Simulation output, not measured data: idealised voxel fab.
process module | voxel ribs on slabs
cross-section cut | 170 nm wide | cells 5 nm
A cross-section is a grid of square cells, given in bands from the top down. A band is one or more rows of cells.
Each band's line starts with the height of the band's top and of its bottom, in nm. Then come its materials from left to right, each with its width in nm. One material with "throughout" fills the band from edge to edge. "air" is empty space.
Height 0 is the level under which the wafer as received is all one material. The lowest band goes on downwards, as in "0 down".
A width such as "30 to 40" changes by the same amount from each row of cells to the next, from the band's top row to its bottom row.
"no change" after a step means that no cell of the cross-section changed.
closed voids: empty space of 8 cells or more with no open way to the top, each as width x height at its distance from the left edge, in nm
after a step's settings: what the simulator itself notes on the step
overlay nm, on a step with a mask: how far to the right of its planned place the mask lay; to the left if negative
plan
1 op RECEIVE | material Si
2 op DIRECTIONAL_DEP | material SiO2 | thk nm 30
3 op DIRECTIONAL_DEP | material SiN | thk nm 15
4 op PATTERN | tone cover | mask id RIB | material resist | width nm 20 | thk nm 15 | overlay nm 0
5 op DIRECTIONAL_ETCH | etch materials SiN | depth nm 10
6 op STRIP | etch materials resist
7 op DIRECTIONAL_DEP | material aC | thk nm 15
8 op PATTERN | tone cover | mask id SLAB | material resist | width nm 70 | thk nm 35 | overlay nm 0
9 op DIRECTIONAL_ETCH | etch materials aC | depth nm 15
10 op STRIP | etch materials resist
11 op DIRECTIONAL_ETCH | etch materials SiN | depth nm 5
12 op STRIP | etch materials aC
13 op FILL_DEP | material SiO2 | thk nm 20
14 op CMP | height nm 55
15 op DIRECTIONAL_DEP | material W | thk nm 10
16 op DIRECTIONAL_DEP | material aC | thk nm 10
17 op PATTERN | tone cover | mask id HEATER | material resist | width nm 30 | thk nm 25 | overlay nm 0
18 op DIRECTIONAL_ETCH | etch materials aC | depth nm 10
19 op STRIP | etch materials resist
20 op DIRECTIONAL_ETCH | etch materials W | depth nm 10
21 op STRIP | etch materials aC
22 op CONFORMAL_DEP | material SiN | thk nm 5
as received, after step 1
  0 down: Si throughout
  closed voids: none
first wafer at the end, as planned
  70 to 65: air 65 | SiN 40 | air 65
  65 to 60: air 65 | SiN 5 | W 30 | SiN 5 | air 65
  60 to 55: SiN 70 | W 30 | SiN 70
  55 to 45: SiO2 throughout
  45 to 35: SiO2 75 | SiN 20 | SiO2 75
  35 to 30: SiO2 50 | SiN 70 | SiO2 50
  30 to 0: SiO2 throughout
  0 down: Si throughout
  closed voids: none
second wafer at the end: like start, like plan, one mistake
  70 to 65: air 70 | SiN 30 | air 70
  65 to 60: air 70 | SiN 5 | W 20 | SiN 5 | air 70
  60 to 55: SiN 75 | W 20 | SiN 75
  55 to 45: SiO2 throughout
  45 to 35: SiO2 75 | SiN 20 | SiO2 75
  35 to 30: SiO2 50 | SiN 70 | SiO2 50
  30 to 0: SiO2 throughout
  0 down: Si throughout
  closed voids: none
what went wrong: step 17 ran as: op PATTERN | tone cover | mask id HEATER | material resist | width nm 20 | thk nm 25 | overlay nm 0
at the end the second wafer has, in cells: 4 fewer of W
